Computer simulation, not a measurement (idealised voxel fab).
The document below concerns the process module designated voxel self aligned contacts.
cross-section cut | 295 nm wide | cells 5 nm
If you're reading a cross-section in this doc, picture square cells in a grid; it comes to you as bands, top ones listed first down to the bottom, and a band can be one or more rows of cells.
Per band: top height and bottom height in nm, followed by the left-to-right materials and their widths in nm; "full width" marks a single material spanning edge to edge, "air" marks empty space.
Heights are expressed relative to 0, this being the level below which the as-received wafer comprises one material exclusively. The lowest band is unbounded in the downward direction and is denoted as in "top 0, no bottom".
You'd read "30..40" like this: the band's top row of cells is as wide as the first number, its bottom row is as wide as the second, and going down, every row changes width by the same amount as the row before did.
Where a step carries "left unchanged", the cross-section came out of it unchanged, cell for cell.
The entry titled "Closed void roster" provides the empty spaces that have no open way to the top, restricted to those of 8 cells or more. Each is presented as width x height at distance, the distance being measured from the left edge, with all three in nm.
It should be noted that, on the line of a given step, the content following the step's settings is a remark produced by the simulator itself with respect to that step.
"overlay nm" denotes, for a step that has a mask, the displacement of the mask to the right of its planned place, with negative values corresponding to the left.
PLANNED STEP LIST FOR THE PROCESS
1 RECEIVE: material Si
2 OXIDIZE: depth nm 5
3 DIRECTIONAL_DEP: material polySi, thk nm 30
4 DIRECTIONAL_DEP: material SiN, thk nm 20
5 PATTERN: tone cover, mask id GATE, material resist, width nm 30, pitch nm 65, thk nm 15, overlay nm 0
6 DIRECTIONAL_ETCH: etch materials SiN, depth nm 20
7 DIRECTIONAL_ETCH: etch materials polySi, depth nm 30
8 STRIP: etch materials resist
9 CONFORMAL_DEP: material SiN, thk nm 5
10 DIRECTIONAL_ETCH: etch materials SiN, depth nm 5
11 FILL_DEP: material SiO2, thk nm 15
12 CMP: height nm 60
13 PATTERN: tone open, mask id CONTACT, material resist, width nm 45, thk nm 20, overlay nm 0
14 DIRECTIONAL_ETCH: etch materials SiO2, depth nm 65
15 STRIP: etch materials resist
16 CONFORMAL_DEP: material TiN, thk nm 5
17 FILL_DEP: material Ru, thk nm 10
18 CMP: height nm 60
19 CONFORMAL_DEP: material SiCN, thk nm 5
FIRST WAFER OUT OF TWO, PROCESSED AS PLANNED
THIS IS THE CROSS-SECTION OF THE WAFER AS WE RECEIVED IT, I.E. AFTER STEP 1
	top 0, no bottom = Si full width
	Closed void roster: none
STATE OF THE WAFER AFTER STEP 2, SHOWN IN CROSS-SECTION
	top 0, bottom -5 = SiO2 full width
	Below -5, no change.
STATE OF THE WAFER AFTER STEP 3, SHOWN IN CROSS-SECTION
	top 30, bottom 0 = polySi full width
	Below 0, no change.
STATE OF THE WAFER AFTER STEP 4, SHOWN IN CROSS-SECTION
	top 50, bottom 30 = SiN full width
	Below 30, no change.
STATE OF THE WAFER AFTER STEP 5, SHOWN IN CROSS-SECTION
	top 65, bottom 50 = 100 nm air  30 nm resist  35 nm air  30 nm resist  100 nm air
	Below 50, no change.
STATE OF THE WAFER AFTER STEP 6, SHOWN IN CROSS-SECTION
	top 65, bottom 50 = 100 nm air  30 nm resist  35 nm air  30 nm resist  100 nm air
	top 50, bottom 30 = 100 nm air  30 nm SiN  35 nm air  30 nm SiN  100 nm air
	Below 30, no change.
STATE OF THE WAFER AFTER STEP 7, SHOWN IN CROSS-SECTION
	top 65, bottom 50 = 100 nm air  30 nm resist  35 nm air  30 nm resist  100 nm air
	top 50, bottom 30 = 100 nm air  30 nm SiN  35 nm air  30 nm SiN  100 nm air
	top 30, bottom 0 = 100 nm air  30 nm polySi  35 nm air  30 nm polySi  100 nm air
	Below 0, no change.
STATE OF THE WAFER AFTER STEP 8, SHOWN IN CROSS-SECTION
	top 50, bottom 30 = 100 nm air  30 nm SiN  35 nm air  30 nm SiN  100 nm air
	Below 30, no change.
STATE OF THE WAFER AFTER STEP 9, SHOWN IN CROSS-SECTION
	top 55, bottom 30 = 95 nm air  40 nm SiN  25 nm air  40 nm SiN  95 nm air
	top 30, bottom 5 = 95 nm air  5 nm SiN  30 nm polySi  5 nm SiN  25 nm air  5 nm SiN  30 nm polySi  5 nm SiN  95 nm air
	top 5, bottom 0 = 100 nm SiN  30 nm polySi  35 nm SiN  30 nm polySi  100 nm SiN
	Below 0, no change.
STATE OF THE WAFER AFTER STEP 10, SHOWN IN CROSS-SECTION
	top 50, bottom 30 = 95 nm air  40 nm SiN  25 nm air  40 nm SiN  95 nm air
	top 30, bottom 0 = 95 nm air  5 nm SiN  30 nm polySi  5 nm SiN  25 nm air  5 nm SiN  30 nm polySi  5 nm SiN  95 nm air
	Below 0, no change.
STATE OF THE WAFER AFTER STEP 11, SHOWN IN CROSS-SECTION
	top 65, bottom 50 = SiO2 full width
	top 50, bottom 30 = 95 nm SiO2  40 nm SiN  25 nm SiO2  40 nm SiN  95 nm SiO2
	top 30, bottom 0 = 95 nm SiO2  5 nm SiN  30 nm polySi  5 nm SiN  25 nm SiO2  5 nm SiN  30 nm polySi  5 nm SiN  95 nm SiO2
	Below 0, no change.
STATE OF THE WAFER AFTER STEP 12, SHOWN IN CROSS-SECTION
	top 60, bottom 50 = SiO2 full width
	Below 50, no change.
STATE OF THE WAFER AFTER STEP 13, SHOWN IN CROSS-SECTION
	top 80, bottom 60 = 125 nm resist  45 nm air  125 nm resist
	Below 60, no change.
STATE OF THE WAFER AFTER STEP 14, SHOWN IN CROSS-SECTION
	top 80, bottom 60 = 125 nm resist  45 nm air  125 nm resist
	top 60, bottom 50 = 125 nm SiO2  45 nm air  125 nm SiO2
	top 50, bottom 30 = 95 nm SiO2  40 nm SiN  25 nm air  40 nm SiN  95 nm SiO2
	top 30, bottom 0 = 95 nm SiO2  5 nm SiN  30 nm polySi  5 nm SiN  25 nm air  5 nm SiN  30 nm polySi  5 nm SiN  95 nm SiO2
	top 0, bottom -5 = 135 nm SiO2  25 nm air  135 nm SiO2
	Below -5, no change.
STATE OF THE WAFER AFTER STEP 15, SHOWN IN CROSS-SECTION
	top 60, bottom 50 = 125 nm SiO2  45 nm air  125 nm SiO2
	Below 50, no change.
STATE OF THE WAFER AFTER STEP 16, SHOWN IN CROSS-SECTION
	top 65, bottom 60 = 130 nm TiN  35 nm air  130 nm TiN
	top 60, bottom 50 = 125 nm SiO2  5..15 nm TiN  35..15 nm air  5..15 nm TiN  125 nm SiO2
	top 50, bottom 30 = 95 nm SiO2  40 nm SiN  5 nm TiN  15 nm air  5 nm TiN  40 nm SiN  95 nm SiO2
	top 30, bottom 0 = 95 nm SiO2  5 nm SiN  30 nm polySi  5 nm SiN  5 nm TiN  15 nm air  5 nm TiN  5 nm SiN  30 nm polySi  5 nm SiN  95 nm SiO2
	top 0, bottom -5 = 135 nm SiO2  25 nm TiN  135 nm SiO2
	Below -5, no change.
STATE OF THE WAFER AFTER STEP 17, SHOWN IN CROSS-SECTION
	top 75, bottom 65 = Ru full width
	top 65, bottom 60 = 130 nm TiN  35 nm Ru  130 nm TiN
	top 60, bottom 50 = 125 nm SiO2  5..15 nm TiN  35..15 nm Ru  5..15 nm TiN  125 nm SiO2
	top 50, bottom 30 = 95 nm SiO2  40 nm SiN  5 nm TiN  15 nm Ru  5 nm TiN  40 nm SiN  95 nm SiO2
	top 30, bottom 0 = 95 nm SiO2  5 nm SiN  30 nm polySi  5 nm SiN  5 nm TiN  15 nm Ru  5 nm TiN  5 nm SiN  30 nm polySi  5 nm SiN  95 nm SiO2
	Below 0, no change.
STATE OF THE WAFER AFTER STEP 18, SHOWN IN CROSS-SECTION
	top 60, bottom 50 = 125 nm SiO2  5..15 nm TiN  35..15 nm Ru  5..15 nm TiN  125 nm SiO2
	Below 50, no change.
STATE OF THE WAFER AFTER STEP 19, SHOWN IN CROSS-SECTION
	top 65, bottom 60 = SiCN full width
	Below 60, no change.
SECOND WAFER: SAME START AND SAME PLAN AS THE FIRST, ONE EXECUTION ERROR; IDENTICAL TO THE FIRST THROUGH STEP 2
WHAT THE SECOND WAFER LOOKS LIKE IN CROSS-SECTION WHEN STEP 3 SHOULD HAVE WRAPPED UP
	top 60, bottom 0 = polySi full width
	Below 0, no change.
WHAT THE SECOND WAFER LOOKS LIKE IN CROSS-SECTION WHEN STEP 4 SHOULD HAVE WRAPPED UP
	top 80, bottom 60 = SiN full width
	Below 60, no change.
WHAT THE SECOND WAFER LOOKS LIKE IN CROSS-SECTION WHEN STEP 5 SHOULD HAVE WRAPPED UP
	top 95, bottom 80 = 100 nm air  30 nm resist  35 nm air  30 nm resist  100 nm air
	Below 80, no change.
WHAT THE SECOND WAFER LOOKS LIKE IN CROSS-SECTION WHEN STEP 6 SHOULD HAVE WRAPPED UP
	top 95, bottom 80 = 100 nm air  30 nm resist  35 nm air  30 nm resist  100 nm air
	top 80, bottom 60 = 100 nm air  30 nm SiN  35 nm air  30 nm SiN  100 nm air
	Below 60, no change.
WHAT THE SECOND WAFER LOOKS LIKE IN CROSS-SECTION WHEN STEP 7 SHOULD HAVE WRAPPED UP
	top 95, bottom 80 = 100 nm air  30 nm resist  35 nm air  30 nm resist  100 nm air
	top 80, bottom 60 = 100 nm air  30 nm SiN  35 nm air  30 nm SiN  100 nm air
	top 60, bottom 30 = 100 nm air  30 nm polySi  35 nm air  30 nm polySi  100 nm air
	Below 30, no change.
WHAT THE SECOND WAFER LOOKS LIKE IN CROSS-SECTION WHEN STEP 8 SHOULD HAVE WRAPPED UP
	top 80, bottom 60 = 100 nm air  30 nm SiN  35 nm air  30 nm SiN  100 nm air
	Below 60, no change.
WHAT THE SECOND WAFER LOOKS LIKE IN CROSS-SECTION WHEN STEP 9 SHOULD HAVE WRAPPED UP
	top 85, bottom 60 = 95 nm air  40 nm SiN  25 nm air  40 nm SiN  95 nm air
	top 60, bottom 35 = 95 nm air  5 nm SiN  30 nm polySi  5 nm SiN  25 nm air  5 nm SiN  30 nm polySi  5 nm SiN  95 nm air
	top 35, bottom 30 = 100 nm SiN  30 nm polySi  35 nm SiN  30 nm polySi  100 nm SiN
	Below 30, no change.
WHAT THE SECOND WAFER LOOKS LIKE IN CROSS-SECTION WHEN STEP 10 SHOULD HAVE WRAPPED UP
	top 80, bottom 60 = 95 nm air  40 nm SiN  25 nm air  40 nm SiN  95 nm air
	top 60, bottom 30 = 95 nm air  5 nm SiN  30 nm polySi  5 nm SiN  25 nm air  5 nm SiN  30 nm polySi  5 nm SiN  95 nm air
	Below 30, no change.
WHAT THE SECOND WAFER LOOKS LIKE IN CROSS-SECTION WHEN STEP 11 SHOULD HAVE WRAPPED UP
	top 95, bottom 80 = SiO2 full width
	top 80, bottom 60 = 95 nm SiO2  40 nm SiN  25 nm SiO2  40 nm SiN  95 nm SiO2
	top 60, bottom 30 = 95 nm SiO2  5 nm SiN  30 nm polySi  5 nm SiN  25 nm SiO2  5 nm SiN  30 nm polySi  5 nm SiN  95 nm SiO2
	Below 30, no change.
WHAT THE SECOND WAFER LOOKS LIKE IN CROSS-SECTION WHEN STEP 12 SHOULD HAVE WRAPPED UP
	top 60, bottom 30 = 95 nm SiO2  5 nm SiN  30 nm polySi  5 nm SiN  25 nm SiO2  5 nm SiN  30 nm polySi  5 nm SiN  95 nm SiO2
	Below 30, no change.
WHAT THE SECOND WAFER LOOKS LIKE IN CROSS-SECTION WHEN STEP 13 SHOULD HAVE WRAPPED UP
	top 80, bottom 60 = 125 nm resist  45 nm air  125 nm resist
	Below 60, no change.
WHAT THE SECOND WAFER LOOKS LIKE IN CROSS-SECTION WHEN STEP 14 SHOULD HAVE WRAPPED UP
	top 80, bottom 60 = 125 nm resist  45 nm air  125 nm resist
	top 60, bottom 30 = 95 nm SiO2  5 nm SiN  30 nm polySi  5 nm SiN  25 nm air  5 nm SiN  30 nm polySi  5 nm SiN  95 nm SiO2
	Below 30, no change.
WHAT THE SECOND WAFER LOOKS LIKE IN CROSS-SECTION WHEN STEP 15 SHOULD HAVE WRAPPED UP
	top 60, bottom 30 = 95 nm SiO2  5 nm SiN  30 nm polySi  5 nm SiN  25 nm air  5 nm SiN  30 nm polySi  5 nm SiN  95 nm SiO2
	Below 30, no change.
WHAT THE SECOND WAFER LOOKS LIKE IN CROSS-SECTION WHEN STEP 16 SHOULD HAVE WRAPPED UP
	top 65, bottom 60 = 140 nm TiN  15 nm air  140 nm TiN
	top 60, bottom 35 = 95 nm SiO2  5 nm SiN  30 nm polySi  5 nm SiN  5 nm TiN  15 nm air  5 nm TiN  5 nm SiN  30 nm polySi  5 nm SiN  95 nm SiO2
	top 35, bottom 30 = 95 nm SiO2  5 nm SiN  30 nm polySi  5 nm SiN  25 nm TiN  5 nm SiN  30 nm polySi  5 nm SiN  95 nm SiO2
	Below 30, no change.
WHAT THE SECOND WAFER LOOKS LIKE IN CROSS-SECTION WHEN STEP 17 SHOULD HAVE WRAPPED UP
	top 75, bottom 65 = Ru full width
	top 65, bottom 60 = 140 nm TiN  15 nm Ru  140 nm TiN
	top 60, bottom 35 = 95 nm SiO2  5 nm SiN  30 nm polySi  5 nm SiN  5 nm TiN  15 nm Ru  5 nm TiN  5 nm SiN  30 nm polySi  5 nm SiN  95 nm SiO2
	Below 35, no change.
WHAT THE SECOND WAFER LOOKS LIKE IN CROSS-SECTION WHEN STEP 18 SHOULD HAVE WRAPPED UP
	top 60, bottom 35 = 95 nm SiO2  5 nm SiN  30 nm polySi  5 nm SiN  5 nm TiN  15 nm Ru  5 nm TiN  5 nm SiN  30 nm polySi  5 nm SiN  95 nm SiO2
	Below 35, no change.
WHAT THE SECOND WAFER LOOKS LIKE IN CROSS-SECTION WHEN STEP 19 SHOULD HAVE WRAPPED UP
	top 65, bottom 60 = SiCN full width
	Below 60, no change.
In executing the process, a mistake was made relative to the plan: step 3 was run twice
The second wafer ends with more or fewer cells of some materials than the first, per final count: Ru -25, SiN -64, SiO2 -247, TiN -18, polySi +354
